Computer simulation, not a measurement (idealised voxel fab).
Name of the process module below: voxel ribs on slabs
The cross-section on display is named cut; it measures 155 nm wide, and its cells are 5 nm squares.
Heads up, the way a cross-section reads in here is a grid of square cells, handed over as bands from the top down, with every band being one or more rows of cells. What a band's entry tells you: where the top is and where the bottom is, as heights in nm, and after that what lies inside, material by material from left to right, each with its width in nm. Empty space is written as the word "empty", and a single material marked with the word "everywhere" occupies the band from edge to edge. The reference from which all heights are counted is 0, the level beneath which the as-received wafer is entirely one material; the lowest band, having no lower bound, proceeds downward and is written after the example "0 and below". Note: "30->40" means the width goes from the first number (top row of the band) to the second number (bottom row) in equal steps per row of cells. Basically "remained unchanged" means that step didn't change any cell in the cross-section. Listed in "Unvented voids": every empty space of 8 or more cells without an open way to the top. Form: width x height at distance, the distance being from the left edge, all in nm. On a step's line, text after the settings is the simulator commenting on that step. overlay nm: for a step with a mask, the amount by which the mask lay right of where it was planned; a negative amount means left of it.

Planned step list for the process:
1: RECEIVE with material Si
2: DIRECTIONAL_DEP with material SiO2, thk nm 25
3: DIRECTIONAL_DEP with material SiN, thk nm 20
4: DIRECTIONAL_DEP with material aC, thk nm 10
5: PATTERN with tone cover, mask id RIB, material resist, width nm 30, thk nm 25, overlay nm 0
6: DIRECTIONAL_ETCH with etch materials aC, depth nm 10
7: STRIP with etch materials resist
8: DIRECTIONAL_ETCH with etch materials SiN, depth nm 5
9: STRIP with etch materials aC
10: MASKED_ETCH with tone cover, mask id SLAB, width nm 90, etch materials SiN, depth nm 15, overlay nm 0
11: FILL_DEP with material SiO2, thk nm 25
12: CMP with height nm 60
13: DIRECTIONAL_DEP with material W, thk nm 5
14: DIRECTIONAL_DEP with material aC, thk nm 15
15: PATTERN with tone cover, mask id HEATER, material resist, width nm 40, thk nm 30, overlay nm 0
16: DIRECTIONAL_ETCH with etch materials aC, depth nm 15
17: STRIP with etch materials resist
18: DIRECTIONAL_ETCH with etch materials W, depth nm 5
19: STRIP with etch materials aC
20: CONFORMAL_DEP with material SiO2, thk nm 10

Cross-section of the wafer as it came to us, i.e., already through step 1:
0 and below: Si everywhere
Unvented voids: none

The cross-section shown corresponds to the wafer at the conclusion of the module. The initial structure and the process plan are those presented above; however, one mistake occurred in executing the plan:
75 down to 70: 45 of empty / 60 of SiO2 / 50 of empty
70 down to 65: SiO2 everywhere
65 down to 60: 55 of SiO2 / 40 of W / 60 of SiO2
60 down to 35: SiO2 everywhere
35 down to 30: 60 of SiO2 / 30 of SiN / 65 of SiO2
30 down to 15: 30 of SiO2 / 90 of SiN / 35 of SiO2
15 down to 0: SiO2 everywhere
0 and below: Si everywhere
Unvented voids: none
Deviation noted in wafer processing: step 2 was processed under conditions differing from the plan, specifically as DIRECTIONAL_DEP with material SiO2, thk nm 15
